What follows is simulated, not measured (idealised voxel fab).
Process module in this document: voxel plated lines
The width of the displayed cross-section, cut, is 245 nm; its cells are square, with a size of 5 nm.
Square cells in a grid make up a cross-section in this document, and the grid is given as bands, listed from the top down, each one or more rows of cells. Look at the band entry: it leads with the top's height and the bottom's height in nm. Then it lists the materials left to right, with a width in nm for each. The word "full width" on a single material says that material fills the band edge to edge. The word "air" is empty space. Zero point of the height axis is 0; under it, received wafer = one material. Lowest band: continues down indefinitely, "0 down". Width spec "30->40" -> top row of cells at first value, bottom row at second value, equal per-row change in between. Step note "all unchanged" = no cross-section cell changed. "Enclosed internal cavities" lists enclosed empty spaces (at least 8 cells, no open path upward to the top), each as width x height at distance from the left edge, in nm. The remark found on a step's line after its settings is issued by the simulator itself and pertains to that step. overlay nm: step with mask; distance mask lay right of planned place; negative value = left of planned place.

HERE'S WHAT THE PLANNED PROCESS STEPS LOOK LIKE
1. RECEIVE | material Si
2. CONFORMAL_DEP | material SiO2 | thk nm 10
3. DIRECTIONAL_DEP | material TiN | thk nm 5
4. PATTERN | tone open | mask id LINES | material resist | width nm 15 | pitch nm 35 | thk nm 25 | overlay nm 0
5. EPI | material Ru | thk nm 5
6. EPI | material Ru | thk nm 10
7. STRIP | etch materials resist
8. DIRECTIONAL_ETCH | etch materials TiN | depth nm 5
9. CONFORMAL_DEP | material SiCN | thk nm 5

FIRST WAFER, AS PLANNED

CROSS-SECTION OF THE WAFER AS IT CAME TO US, I.E., ALREADY THROUGH STEP 1
    0 down: Si full width
    Enclosed internal cavities: none

UPON COMPLETION OF STEP 2, THE WAFER APPEARS IN CROSS-SECTION AS SHOWN
    10 to 0: SiO2 full width
    Below 0 it's all the same as before, nothing changed down there.

UPON COMPLETION OF STEP 3, THE WAFER APPEARS IN CROSS-SECTION AS SHOWN
    15 to 10: TiN full width
    Below 10 it's all the same as before, nothing changed down there.

UPON COMPLETION OF STEP 4, THE WAFER APPEARS IN CROSS-SECTION AS SHOWN
    40 to 15: resist 95  air 15  resist 20  air 15  resist 100
    Below 15 it's all the same as before, nothing changed down there.

UPON COMPLETION OF STEP 5, THE WAFER APPEARS IN CROSS-SECTION AS SHOWN
    40 to 20: resist 95  air 15  resist 20  air 15  resist 100
    20 to 15: resist 95  Ru 15  resist 20  Ru 15  resist 100
    Below 15 it's all the same as before, nothing changed down there.

UPON COMPLETION OF STEP 6, THE WAFER APPEARS IN CROSS-SECTION AS SHOWN
    40 to 30: resist 95  air 15  resist 20  air 15  resist 100
    30 to 15: resist 95  Ru 15  resist 20  Ru 15  resist 100
    Below 15 it's all the same as before, nothing changed down there.

UPON COMPLETION OF STEP 7, THE WAFER APPEARS IN CROSS-SECTION AS SHOWN
    30 to 15: air 95  Ru 15  air 20  Ru 15  air 100
    Below 15 it's all the same as before, nothing changed down there.

UPON COMPLETION OF STEP 8, THE WAFER APPEARS IN CROSS-SECTION AS SHOWN
    30 to 15: air 95  Ru 15  air 20  Ru 15  air 100
    15 to 10: air 95  TiN 15  air 20  TiN 15  air 100
    Below 10 it's all the same as before, nothing changed down there.

UPON COMPLETION OF STEP 9, THE WAFER APPEARS IN CROSS-SECTION AS SHOWN
    35 to 30: air 90  SiCN 25  air 10  SiCN 25  air 95
    30 to 15: air 90  SiCN 5  Ru 15  SiCN 5  air 10  SiCN 5  Ru 15  SiCN 5  air 95
    15 to 10: SiCN 95  TiN 15  SiCN 20  TiN 15  SiCN 100
    Below 10 it's all the same as before, nothing changed down there.

WAFER TWO OF TWO - SAME STARTING POINT, SAME PROCESS PLAN, ONE MISTAKE IN EXECUTION; MATCHES WAFER ONE UP TO AND INCLUDING STEP 1

SECOND WAFER PROFILE IN SECTION, AT THE MOMENT STEP 2 OF THE PLAN WAS MEANT TO BE COMPLETE
    10 to 0: Ru full width
    Below 0 it's all the same as before, nothing changed down there.

SECOND WAFER PROFILE IN SECTION, AT THE MOMENT STEP 3 OF THE PLAN WAS MEANT TO BE COMPLETE
    15 to 10: TiN full width
    Below 10 it's all the same as before, nothing changed down there.

SECOND WAFER PROFILE IN SECTION, AT THE MOMENT STEP 4 OF THE PLAN WAS MEANT TO BE COMPLETE
    40 to 15: resist 95  air 15  resist 20  air 15  resist 100
    Below 15 it's all the same as before, nothing changed down there.

SECOND WAFER PROFILE IN SECTION, AT THE MOMENT STEP 5 OF THE PLAN WAS MEANT TO BE COMPLETE
    40 to 20: resist 95  air 15  resist 20  air 15  resist 100
    20 to 15: resist 95  Ru 15  resist 20  Ru 15  resist 100
    Below 15 it's all the same as before, nothing changed down there.

SECOND WAFER PROFILE IN SECTION, AT THE MOMENT STEP 6 OF THE PLAN WAS MEANT TO BE COMPLETE
    40 to 30: resist 95  air 15  resist 20  air 15  resist 100
    30 to 15: resist 95  Ru 15  resist 20  Ru 15  resist 100
    Below 15 it's all the same as before, nothing changed down there.

SECOND WAFER PROFILE IN SECTION, AT THE MOMENT STEP 7 OF THE PLAN WAS MEANT TO BE COMPLETE
    30 to 15: air 95  Ru 15  air 20  Ru 15  air 100
    Below 15 it's all the same as before, nothing changed down there.

SECOND WAFER PROFILE IN SECTION, AT THE MOMENT STEP 8 OF THE PLAN WAS MEANT TO BE COMPLETE
    30 to 15: air 95  Ru 15  air 20  Ru 15  air 100
    15 to 10: air 95  TiN 15  air 20  TiN 15  air 100
    Below 10 it's all the same as before, nothing changed down there.

SECOND WAFER PROFILE IN SECTION, AT THE MOMENT STEP 9 OF THE PLAN WAS MEANT TO BE COMPLETE
    35 to 30: air 90  SiCN 25  air 10  SiCN 25  air 95
    30 to 15: air 90  SiCN 5  Ru 15  SiCN 5  air 10  SiCN 5  Ru 15  SiCN 5  air 95
    15 to 10: SiCN 95  TiN 15  SiCN 20  TiN 15  SiCN 100
    Below 10 it's all the same as before, nothing changed down there.
Finding, execution versus plan: step 2 did not use the planned setting and instead ran as CONFORMAL_DEP | material Ru | thk nm 10
Materials where the second wafer ends with more or fewer cells than the first: +98 Ru, -98 SiO2
